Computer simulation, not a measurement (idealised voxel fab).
The process module that follows is named voxel self aligned contacts.
Cross-sectional view cut (width: 160 nm; square cell size: 5 nm).
The cross-sections in this document take the form of a grid made of square cells. They are written out as bands, in order from top to bottom. Each band consists of one or more rows of cells.
Top, bottom (nm), then materials left to right with widths (nm); lone material tagged "full width" fills the whole band edge to edge; "blank" = empty space.
Measure heights from 0. That's the level where, below it, the as-received wafer is all one material. The lowest band is bottomless and extends downward; write it as in "0 and below".
Top row gets the first number, bottom row gets the second, and each row in between changes by the same step: that is how a band width like "30 to 40" works.
"no alteration" (step): cross-section cells unchanged, all of them.
"Encapsulated voids" contains a list of empty spaces, each no smaller than 8 cells and without an open way to the top, written in the form width x height at distance with the distance from the left edge and all three in nm.
On a step's line, text after the settings is the simulator commenting on that step.
"overlay nm" on a masked step: distance the mask lay right of its planned place, negative for left.

## The steps planned for the process are as follows
1 RECEIVE (material Si)
2 OXIDIZE (depth nm 5)
3 DIRECTIONAL_DEP (material polySi; thk nm 30)
4 DIRECTIONAL_DEP (material SiN; thk nm 25)
5 PATTERN (tone cover; mask id GATE; material resist; width nm 35; pitch nm 70; thk nm 20; overlay nm 0)
6 DIRECTIONAL_ETCH (etch materials SiN; depth nm 25)
7 DIRECTIONAL_ETCH (etch materials polySi; depth nm 30)
8 STRIP (etch materials resist)
9 CONFORMAL_DEP (material SiN; thk nm 10)
10 DIRECTIONAL_ETCH (etch materials SiN; depth nm 10)
11 FILL_DEP (material SiO2; thk nm 15)
12 CMP (height nm 65)
13 DIRECTIONAL_DEP (material aC; thk nm 15)
14 PATTERN (tone open; mask id CONTACT; material resist; width nm 45; thk nm 35; overlay nm 0)
15 DIRECTIONAL_ETCH (etch materials aC; depth nm 15)
16 STRIP (etch materials resist)
17 DIRECTIONAL_ETCH (etch materials SiO2; depth nm 70)
18 STRIP (etch materials aC)
19 CONFORMAL_DEP (material TiN; thk nm 5)
20 FILL_DEP (material W; thk nm 10)
21 CMP (height nm 65)
22 CONFORMAL_DEP (material SiN; thk nm 5)

## Wafer at receipt (post step 1), cross-section
  0 and below | Si full width
  Encapsulated voids: none

## First of two wafers at the end of the module, shown in cross-section; run carried out as planned
  70 down to 65 | SiN full width
  65 down to 55 | 55 SiO2  5 to 20 TiN  35 to 5 W  5 to 20 TiN  60 SiO2
  55 down to 30 | 15 SiO2  55 SiN  5 TiN  5 W  5 TiN  55 SiN  20 SiO2
  30 down to 0 | 15 SiO2  10 SiN  35 polySi  10 SiN  5 TiN  5 W  5 TiN  10 SiN  35 polySi  10 SiN  20 SiO2
  0 down to -5 | 70 SiO2  15 TiN  75 SiO2
  -5 and below | Si full width
  Encapsulated voids: none

## Here's the second of our two wafers sectioned at module end. Same start as the first, same plan, but one mistake got made running it
  80 down to 75 | SiN full width
  75 down to 70 | W full width
  70 down to 65 | 60 TiN  35 W  65 TiN
  65 down to 55 | 55 SiO2  5 to 20 TiN  35 to 5 W  5 to 20 TiN  60 SiO2
  55 down to 30 | 15 SiO2  55 SiN  5 TiN  5 W  5 TiN  55 SiN  20 SiO2
  30 down to 0 | 15 SiO2  10 SiN  35 polySi  10 SiN  5 TiN  5 W  5 TiN  10 SiN  35 polySi  10 SiN  20 SiO2
  0 down to -5 | 70 SiO2  15 TiN  75 SiO2
  -5 and below | Si full width
  Encapsulated voids: none
Here's what went sideways: it should be noted that step 21 was executed with settings other than those planned, the operation and settings actually applied being CMP (height nm 75)
at the end the second wafer has, in cells: TiN: 25 more | W: 39 more
